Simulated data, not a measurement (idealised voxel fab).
process module | voxel self aligned vias
cross-section cut | 160 nm wide | cells 5 nm
A cross-section is a grid of square cells, given in bands from the top down. A band is one or more rows of cells.
Each band's line starts with the height of the band's top and of its bottom, in nm. Then come its materials from left to right, each with its width in nm. One material with "throughout" fills the band from edge to edge. "air" is empty space.
Height 0 is the level under which the wafer as received is all one material. The lowest band goes on downwards, as in "0 down".
A width such as "30 to 40" changes by the same amount from each row of cells to the next, from the band's top row to its bottom row.
"no change" after a step means that no cell of the cross-section changed.
closed voids: empty space of 8 cells or more with no open way to the top, each as width x height at its distance from the left edge, in nm
after a step's settings: what the simulator itself notes on the step
overlay nm, on a step with a mask: how far to the right of its planned place the mask lay; to the left if negative
plan
1 op RECEIVE | material Si
2 op CONFORMAL_DEP | material SiO2 | thk nm 15
3 op CONFORMAL_DEP | material SiCN | thk nm 5
4 op DIRECTIONAL_DEP | material lowk | thk nm 20
5 op MASKED_ETCH | tone open | mask id LINES | width nm 20 | pitch nm 45 | etch materials lowk | depth nm 20 | overlay nm 0
6 op CONFORMAL_DEP | material TiN | thk nm 5
7 op FILL_DEP | material W | thk nm 5
8 op CMP | height nm 40
9 op SELECTIVE_ETCH | etch materials W Ru TiN | depth nm 10
10 op FILL_DEP | material SiN | thk nm 5
11 op CMP | height nm 40
12 op DIRECTIONAL_DEP | material lowk | thk nm 15
13 op PATTERN | tone open | mask id VIAS | material resist | width nm 30 | pitch nm 45 | thk nm 20 | overlay nm 0
14 op DIRECTIONAL_ETCH | etch materials lowk | depth nm 15
15 op DIRECTIONAL_ETCH | etch materials SiN | depth nm 10
16 op STRIP | etch materials resist
17 op CONFORMAL_DEP | material TiN | thk nm 5
18 op FILL_DEP | material Ru | thk nm 5
19 op CMP | height nm 55
20 op CONFORMAL_DEP | material SiN | thk nm 5
as received, after step 1
  0 down: Si throughout
  closed voids: none
first wafer at the end, as planned
  60 to 55: SiN throughout
  55 to 45: lowk 40 | TiN 5 | Ru 20 | TiN 5 | lowk 15 | TiN 5 | Ru 20 | TiN 5 | lowk 45
  45 to 35: lowk 40 to 45 | TiN 10 to 5 | Ru 10 | TiN 10 to 5 | lowk 15 to 25 | TiN 10 to 5 | Ru 10 | TiN 10 to 5 | lowk 45 to 50
  35 to 30: lowk 45 | TiN 20 | lowk 25 | TiN 20 | lowk 50
  30 to 25: lowk 45 | TiN 5 | W 10 | TiN 5 | lowk 25 | TiN 5 | W 10 | TiN 5 | lowk 50
  25 to 20: lowk 45 | TiN 20 | lowk 25 | TiN 20 | lowk 50
  20 to 15: SiCN throughout
  15 to 0: SiO2 throughout
  0 down: Si throughout
  closed voids: none
second wafer at the end: like start, like plan, one mistake
  60 to 55: SiN throughout
  55 to 45: lowk 40 | TiN 5 | Ru 20 | TiN 5 | lowk 15 | TiN 5 | Ru 20 | TiN 5 | lowk 45
  45 to 40: lowk 40 | TiN 30 | lowk 15 | TiN 30 | lowk 45
  40 to 30: lowk 45 | W 20 | lowk 25 | W 20 | lowk 50
  30 to 25: lowk 45 | TiN 5 | W 10 | TiN 5 | lowk 25 | TiN 5 | W 10 | TiN 5 | lowk 50
  25 to 20: lowk 45 | TiN 20 | lowk 25 | TiN 20 | lowk 50
  20 to 15: SiCN throughout
  15 to 0: SiO2 throughout
  0 down: Si throughout
  closed voids: none
what went wrong: step 10 ran as: op FILL_DEP | material W | thk nm 5
at the end the second wafer has, in cells: 8 fewer of Ru | 8 fewer of TiN | 16 more of W
